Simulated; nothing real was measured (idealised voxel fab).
process module | voxel lift off
cross-section cut | 290 nm wide | cells 5 nm
A cross-section is a grid of square cells, given in bands from the top down. A band is one or more rows of cells.
Each band's line starts with the height of the band's top and of its bottom, in nm. Then come its materials from left to right, each with its width in nm. One material with "throughout" fills the band from edge to edge. "air" is empty space.
Height 0 is the level under which the wafer as received is all one material. The lowest band goes on downwards, as in "0 down".
A width such as "30 to 40" changes by the same amount from each row of cells to the next, from the band's top row to its bottom row.
"no change" after a step means that no cell of the cross-section changed.
closed voids: empty space of 8 cells or more with no open way to the top, each as width x height at its distance from the left edge, in nm
after a step's settings: what the simulator itself notes on the step
overlay nm, on a step with a mask: how far to the right of its planned place the mask lay; to the left if negative
plan
1 op RECEIVE | material Si
2 op CONFORMAL_DEP | material SiO2 | thk nm 10
3 op PATTERN | tone open | mask id LINES | material resist | width nm 20 | pitch nm 35 | thk nm 20 | overlay nm -15
4 op DIRECTIONAL_DEP | material Ru | thk nm 10
5 op STRIP | etch materials resist
6 op CONFORMAL_DEP | material SiCN | thk nm 5
varied across the wafers: overlay nm of step 3. The plan shows the first wafer's value. All wafers start alike
first wafer as received, after step 1
  0 down: Si throughout
  closed voids: none
first wafer at the end, after step 6
  25 to 20: air 60 | SiCN 30 | air 5 | SiCN 30 | air 5 | SiCN 30 | air 5 | SiCN 30 | air 95
  20 to 15: air 60 | SiCN 5 | Ru 20 | SiCN 5 | air 5 | SiCN 5 | Ru 20 | SiCN 5 | air 5 | SiCN 5 | Ru 20 | SiCN 5 | air 5 | SiCN 5 | Ru 20 | SiCN 5 | air 95
  15 to 10: SiCN 65 | Ru 20 | SiCN 15 | Ru 20 | SiCN 15 | Ru 20 | SiCN 15 | Ru 20 | SiCN 100
  10 to 0: SiO2 throughout
  0 down: Si throughout
  closed voids: none
last wafer at the end
  25 to 20: air 90 | SiCN 30 | air 5 | SiCN 30 | air 5 | SiCN 30 | air 5 | SiCN 30 | air 65
  20 to 15: air 90 | SiCN 5 | Ru 20 | SiCN 5 | air 5 | SiCN 5 | Ru 20 | SiCN 5 | air 5 | SiCN 5 | Ru 20 | SiCN 5 | air 5 | SiCN 5 | Ru 20 | SiCN 5 | air 65
  15 to 10: SiCN 95 | Ru 20 | SiCN 15 | Ru 20 | SiCN 15 | Ru 20 | SiCN 15 | Ru 20 | SiCN 70
  10 to 0: SiO2 throughout
  0 down: Si throughout
  closed voids: none
each wafer at the end: cells of each material gained (+) or lost (-) since it was received, then its closed voids
overlay nm -15 | +32 Ru | +74 SiCN | +116 SiO2 | closed voids: none
overlay nm -10 | +32 Ru | +74 SiCN | +116 SiO2 | closed voids: none
overlay nm -5 | +32 Ru | +74 SiCN | +116 SiO2 | closed voids: none
overlay nm 0 | +32 Ru | +74 SiCN | +116 SiO2 | closed voids: none
overlay nm 5 | +32 Ru | +74 SiCN | +116 SiO2 | closed voids: none
overlay nm 10 | +32 Ru | +74 SiCN | +116 SiO2 | closed voids: none
overlay nm 15 | +32 Ru | +74 SiCN | +116 SiO2 | closed voids: none
